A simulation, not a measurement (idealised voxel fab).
This is a process module. Its name is voxel released beams.
The figure presents cross-section cut, which has a width of 205 nm and is divided into square cells with an edge length of 5 nm.
Notation: cross-section as square-cell grid; stated in bands, top first, going down; one or more cell rows per band. Band: top and bottom heights (nm) first, top before bottom; then materials from left to right, widths in nm. "edge to edge" marks a sole material filling the band edge to edge. "blank" denotes empty space. Note: height 0 marks the level under which the wafer is uniformly one material as received. Lowest band unbounded below, written "0 down". Width spec "30->40" -> top row of cells at first value, bottom row at second value, equal per-row change in between. What does "remained unchanged" mean for a step? It means no cell of the cross-section changed in that step. The list in "Sealed void list" covers empty spaces of 8 cells or more that cannot reach the top through any open way, and it gives each as width x height at distance; the distance is from the left edge, and width, height and distance are in nm. Text after the settings on a step's line: the simulator's own remark on that step. Steps that use a mask can have "overlay nm" on their line. It says how far the mask sat to the right of where it was meant to be. Negative means to the left.
# Intended process steps
1. op RECEIVE | material Si
2. op CONFORMAL_DEP | material Al2O3 | thk nm 10
3. op DIRECTIONAL_DEP | material SiO2 | thk nm 20
4. op PATTERN | tone open | mask id ANCHOR | material resist | width nm 35 | thk nm 20 | overlay nm 0
5. op DIRECTIONAL_ETCH | etch materials SiO2 | depth nm 20
6. op STRIP | etch materials resist
7. op CONFORMAL_DEP | material SiN | thk nm 10
8. op PATTERN | tone cover | mask id BEAM | material resist | width nm 110 | thk nm 15 | overlay nm 0
9. op DIRECTIONAL_ETCH | etch materials SiN | depth nm 10
10. op STRIP | etch materials resist
11. op STRIP | etch materials SiO2
# As-received wafer cross-section (after step 1)
0 down = Si edge to edge
Sealed void list: none
# Final cross-section, module run with one mistake (start and plan as above)
40 to 30 = 55 nm blank, 5 nm SiN, 15 nm blank, 90 nm SiN, 40 nm blank
30 to 20 = 50 nm blank, 10 nm SiN, 15 nm blank, 10 nm SiN, 120 nm blank
20 to 10 = 50 nm blank, 35 nm SiN, 120 nm blank
10 to 0 = Al2O3 edge to edge
0 down = Si edge to edge
Sealed void list: none
What went wrong in running the wafer? step 8 did not use the planned setting and instead ran as op PATTERN | tone cover | mask id BEAM | material resist | width nm 110 | thk nm 15 | overlay nm 10
